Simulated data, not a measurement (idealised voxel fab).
process module | voxel ribs on slabs
cross-section cut | 155 nm wide | cells 5 nm
A cross-section is a grid of square cells, given in bands from the top down. A band is one or more rows of cells.
Each band's line starts with the height of the band's top and of its bottom, in nm. Then come its materials from left to right, each with its width in nm. One material with "throughout" fills the band from edge to edge. "air" is empty space.
Height 0 is the level under which the wafer as received is all one material. The lowest band goes on downwards, as in "0 down".
A width such as "30 to 40" changes by the same amount from each row of cells to the next, from the band's top row to its bottom row.
"no change" after a step means that no cell of the cross-section changed.
closed voids: empty space of 8 cells or more with no open way to the top, each as width x height at its distance from the left edge, in nm
after a step's settings: what the simulator itself notes on the step
overlay nm, on a step with a mask: how far to the right of its planned place the mask lay; to the left if negative
plan
1 op RECEIVE | material Si
2 op DIRECTIONAL_DEP | material SiO2 | thk nm 20
3 op DIRECTIONAL_DEP | material SiN | thk nm 25
4 op PATTERN | tone cover | mask id RIB | material resist | width nm 30 | thk nm 20 | overlay nm 0
5 op DIRECTIONAL_ETCH | etch materials SiN | depth nm 15
6 op STRIP | etch materials resist
7 op MASKED_ETCH | tone cover | mask id SLAB | width nm 80 | etch materials SiN | depth nm 10 | overlay nm 0
8 op FILL_DEP | material SiO2 | thk nm 15
9 op CMP | height nm 55
10 op DIRECTIONAL_DEP | material W | thk nm 10
11 op PATTERN | tone cover | mask id HEATER | material resist | width nm 40 | thk nm 20 | overlay nm 0
12 op DIRECTIONAL_ETCH | etch materials W | depth nm 10
13 op STRIP | etch materials resist
14 op CONFORMAL_DEP | material SiO2 | thk nm 5
varied across the wafers: width nm of step 7. The plan shows the first wafer's value. All wafers start alike
first wafer as received, after step 1
  0 down: Si throughout
  closed voids: none
each wafer at the end: cells of each material gained (+) or lost (-) since it was received, then its closed voids
width nm 80 | +50 SiN | +326 SiO2 | +16 W | closed voids: none
width nm 85 | +52 SiN | +324 SiO2 | +16 W | closed voids: none
width nm 90 | +54 SiN | +322 SiO2 | +16 W | closed voids: none
width nm 95 | +56 SiN | +320 SiO2 | +16 W | closed voids: none
width nm 100 | +58 SiN | +318 SiO2 | +16 W | closed voids: none
width nm 105 | +60 SiN | +316 SiO2 | +16 W | closed voids: none
